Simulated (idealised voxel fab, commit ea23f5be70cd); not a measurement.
process module | voxel transistor to metal
cross-section cut | 275 nm wide | cells 5 nm
A cross-section is a grid of square cells, given in bands from the top down. A band is one or more rows of cells.
Each band's line starts with the height of the band's top and of its bottom, in nm. Then come its materials from left to right, each with its width in nm. One material with "throughout" fills the band from edge to edge. "air" is empty space.
Height 0 is the level under which the wafer as received is all one material. The lowest band goes on downwards, as in "0 down".
A width such as "30 to 40" changes by the same amount from each row of cells to the next, from the band's top row to its bottom row.
"no change" after a step means that no cell of the cross-section changed.
closed voids: empty space of 8 cells or more with no open way to the top, each as width x height at its distance from the left edge, in nm
after a step's settings: what the simulator itself notes on the step
overlay nm, on a step with a mask: how far to the right of its planned place the mask lay; to the left if negative
plan
1 op RECEIVE | material Si
2 op CONFORMAL_DEP | material SiO2 | thk nm 5
3 op CONFORMAL_DEP | material SiN | thk nm 10
4 op DIRECTIONAL_DEP | material aC | thk nm 15
5 op PATTERN | tone cover | mask id ACTIVE | material resist | width nm 85 | pitch nm 110 | thk nm 35 | overlay nm 0
6 op DIRECTIONAL_ETCH | etch materials aC | depth nm 15
7 op STRIP | etch materials resist
8 op DIRECTIONAL_ETCH | etch materials SiN | depth nm 10
9 op DIRECTIONAL_ETCH | etch materials SiO2 | depth nm 5
10 op DIRECTIONAL_ETCH | etch materials Si | depth nm 25
11 op STRIP | etch materials aC
12 op FILL_DEP | material SiO2 | thk nm 5
13 op CMP | height nm 15
14 op SELECTIVE_ETCH | etch materials SiO2 | depth nm 5
15 op STRIP | etch materials SiN
16 op SELECTIVE_ETCH | etch materials SiO2 | depth nm 5
17 op OXIDIZE | depth nm 5
18 op DIRECTIONAL_DEP | material polySi | thk nm 30
19 op DIRECTIONAL_DEP | material SiCN | thk nm 10
20 op MASKED_ETCH | tone cover | mask id GATE | width nm 15 | pitch nm 110 | etch materials SiCN | depth nm 20 | overlay nm 0
21 op MASKED_ETCH | tone cover | mask id GATE | width nm 15 | pitch nm 110 | etch materials polySi | depth nm 40 | overlay nm 0
22 op CONFORMAL_DEP | material SiN | thk nm 10
23 op DIRECTIONAL_ETCH | etch materials SiN | depth nm 10
24 op DIRECTIONAL_ETCH | etch materials SiO2 | depth nm 5
25 op DIRECTIONAL_ETCH | etch materials Si | depth nm 15
26 op EPI | material nSi | thk nm 20
27 op FILL_DEP | material SiO2 | thk nm 10
28 op CMP | height nm 40
29 op DIRECTIONAL_DEP | material SiO2 | thk nm 15
30 op PATTERN | tone open | mask id CONTACT | material resist | width nm 25 | thk nm 20 | overlay nm 0
31 op DIRECTIONAL_ETCH | etch materials SiO2 | depth nm 40
32 op STRIP | etch materials resist
33 op CONFORMAL_DEP | material TiN | thk nm 5
34 op FILL_DEP | material W | thk nm 5
35 op CMP | height nm 55
36 op DIRECTIONAL_DEP | material TiN | thk nm 5
37 op DIRECTIONAL_DEP | material Ru | thk nm 25
38 op MASKED_ETCH | tone cover | mask id METAL_1 | width nm 15 | etch materials Ru | depth nm 25 | overlay nm 0
39 op MASKED_ETCH | tone cover | mask id METAL_1 | width nm 15 | etch materials TiN | depth nm 5 | overlay nm 0
40 op CONFORMAL_DEP | material SiCN | thk nm 5
41 op FILL_DEP | material SiO2 | thk nm 5
42 op CMP | height nm 85
43 op CONFORMAL_DEP | material SiCN | thk nm 5
44 op DIRECTIONAL_DEP | material SiO2 | thk nm 30
45 op DIRECTIONAL_DEP | material aC | thk nm 15
46 op PATTERN | tone open | mask id METAL_2 | material resist | width nm 15 | pitch nm 110 | thk nm 30 | overlay nm 0
47 op DIRECTIONAL_ETCH | etch materials aC | depth nm 15
48 op STRIP | etch materials resist
49 op DIRECTIONAL_ETCH | etch materials SiO2 | depth nm 15
50 op STRIP | etch materials aC
51 op DIRECTIONAL_DEP | material aC | thk nm 15
52 op PATTERN | tone open | mask id METAL_2_HOLES | material resist | width nm 15 | pitch nm 110 | thk nm 35 | overlay nm 0
53 op DIRECTIONAL_ETCH | etch materials aC | depth nm 15
54 op STRIP | etch materials resist
55 op DIRECTIONAL_ETCH | etch materials SiO2 | depth nm 15
56 op DIRECTIONAL_ETCH | etch materials SiCN | depth nm 5
57 op STRIP | etch materials aC
58 op CONFORMAL_DEP | material TiN | thk nm 5
59 op FILL_DEP | material Ru | thk nm 5
60 op CMP | height nm 120
61 op CONFORMAL_DEP | material SiCN | thk nm 5
as received, after step 1
  0 down: Si throughout
  closed voids: none
a wafer at the end: this start, this plan, one mistake
  125 to 120: SiCN throughout
  120 to 90: SiO2 45 | TiN 5 | Ru 5 | TiN 5 | SiO2 95 | TiN 5 | Ru 5 | TiN 5 | SiO2 105
  90 to 85: SiCN 45 | TiN 15 | SiCN 95 | TiN 15 | SiCN 105
  85 to 60: SiO2 40 | SiCN 5 | Ru 15 | SiCN 5 | SiO2 35 | SiCN 5 | Ru 15 | SiCN 5 | SiO2 25 | SiCN 5 | Ru 15 | SiCN 5 | SiO2 35 | SiCN 5 | Ru 15 | SiCN 5 | SiO2 40
  60 to 55: SiCN 45 | TiN 15 | SiCN 45 | TiN 15 | SiCN 35 | TiN 15 | SiCN 45 | TiN 15 | SiCN 45
  55 to 45: SiO2 45 | TiN 5 | W 15 | TiN 5 | SiO2 25 | TiN 5 | W 15 | TiN 5 | SiO2 35 | TiN 5 | W 15 | TiN 5 | SiO2 25 | TiN 5 | W 15 | TiN 5 | SiO2 45
  45 to 40: SiO2 45 | TiN 5 | W 10 | TiN 10 | SiO2 25 | TiN 10 | W 10 | TiN 5 | SiO2 35 | TiN 5 | W 10 | TiN 10 | SiO2 25 | TiN 10 | W 10 | TiN 5 | SiO2 45
  40 to 35: SiO2 45 | TiN 5 | W 10 | TiN 5 | SiN 10 | SiCN 15 | SiN 10 | TiN 5 | W 10 | TiN 5 | SiO2 35 | TiN 5 | W 10 | TiN 5 | SiN 10 | SiCN 15 | SiN 10 | TiN 5 | W 10 | TiN 5 | SiO2 45
  35 to 30: SiO2 45 | TiN 20 | SiN 10 | SiCN 15 | SiN 10 | TiN 20 | SiO2 35 | TiN 20 | SiN 10 | SiCN 15 | SiN 10 | TiN 20 | SiO2 45
  30 to 15: SiO2 65 | SiN 10 | polySi 15 | SiN 10 | SiO2 75 | SiN 10 | polySi 15 | SiN 10 | SiO2 65
  15 to 5: SiO2 35 | nSi 30 | SiN 10 | polySi 15 | SiN 10 | nSi 30 | SiO2 15 | nSi 30 | SiN 10 | polySi 15 | SiN 10 | nSi 30 | SiO2 35
  5 to 0: SiO2 35 | SiN 10 | nSi 20 | SiN 10 | polySi 15 | SiN 10 | nSi 20 | SiN 10 | SiO2 15 | SiN 10 | nSi 20 | SiN 10 | polySi 15 | SiN 10 | nSi 20 | SiN 10 | SiO2 35
  0 to -5: SiO2 45 | nSi 20 | SiO2 35 | nSi 20 | SiO2 35 | nSi 20 | SiO2 35 | nSi 20 | SiO2 45
  -5 to -20: SiO2 40 | Si 5 | nSi 20 | Si 35 | nSi 20 | Si 5 | SiO2 25 | Si 5 | nSi 20 | Si 35 | nSi 20 | Si 5 | SiO2 40
  -20 to -25: SiO2 40 | Si 85 | SiO2 25 | Si 85 | SiO2 40
  -25 down: Si throughout
  closed voids: none
what went wrong: step 29 was run twice
